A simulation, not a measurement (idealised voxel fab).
process module | voxel self aligned contacts
cross-section cut | 280 nm wide | cells 5 nm
A cross-section is a grid of square cells, given in bands from the top down. A band is one or more rows of cells.
Each band's line starts with the height of the band's top and of its bottom, in nm. Then come its materials from left to right, each with its width in nm. One material with "throughout" fills the band from edge to edge. "air" is empty space.
Height 0 is the level under which the wafer as received is all one material. The lowest band goes on downwards, as in "0 down".
A width such as "30 to 40" changes by the same amount from each row of cells to the next, from the band's top row to its bottom row.
"no change" after a step means that no cell of the cross-section changed.
closed voids: empty space of 8 cells or more with no open way to the top, each as width x height at its distance from the left edge, in nm
after a step's settings: what the simulator itself notes on the step
overlay nm, on a step with a mask: how far to the right of its planned place the mask lay; to the left if negative
plan
1 op RECEIVE | material Si
2 op OXIDIZE | depth nm 5
3 op DIRECTIONAL_DEP | material polySi | thk nm 25
4 op DIRECTIONAL_DEP | material SiN | thk nm 20
5 op MASKED_ETCH | tone cover | mask id GATE | width nm 30 | pitch nm 65 | etch materials SiN | depth nm 20 | overlay nm 0
6 op MASKED_ETCH | tone cover | mask id GATE | width nm 30 | pitch nm 65 | etch materials polySi | depth nm 25 | overlay nm 0
7 op CONFORMAL_DEP | material SiN | thk nm 10
8 op DIRECTIONAL_ETCH | etch materials SiN | depth nm 10
9 op FILL_DEP | material SiO2 | thk nm 10
10 op CMP | height nm 50
11 op PATTERN | tone open | mask id CONTACT | material resist | width nm 45 | pitch nm 65 | thk nm 15 | overlay nm 0
12 op DIRECTIONAL_ETCH | etch materials SiO2 | depth nm 55
13 op STRIP | etch materials resist
14 op CONFORMAL_DEP | material TiN | thk nm 5
15 op FILL_DEP | material W | thk nm 5
16 op CMP | height nm 50
17 op CONFORMAL_DEP | material SiCN | thk nm 5
as received, after step 1
  0 down: Si throughout
  closed voids: none
a wafer at the end: this start, this plan, one mistake
  55 to 50: SiCN throughout
  50 to 45: SiO2 85 | TiN 20 | W 5 | TiN 20 | SiO2 20 | TiN 20 | W 5 | TiN 20 | SiO2 85
  45 to 25: SiO2 50 | SiN 50 | TiN 5 | W 5 | TiN 5 | SiN 50 | TiN 5 | W 5 | TiN 5 | SiN 50 | SiO2 50
  25 to 5: SiO2 50 | SiN 10 | polySi 30 | SiN 10 | TiN 5 | W 5 | TiN 5 | SiN 10 | polySi 30 | SiN 10 | TiN 5 | W 5 | TiN 5 | SiN 10 | polySi 30 | SiN 10 | SiO2 50
  5 to 0: SiO2 50 | SiN 10 | polySi 30 | SiN 10 | TiN 15 | SiN 10 | polySi 30 | SiN 10 | TiN 15 | SiN 10 | polySi 30 | SiN 10 | SiO2 50
  0 down: Si throughout
  closed voids: none
what went wrong: step 2 was left out
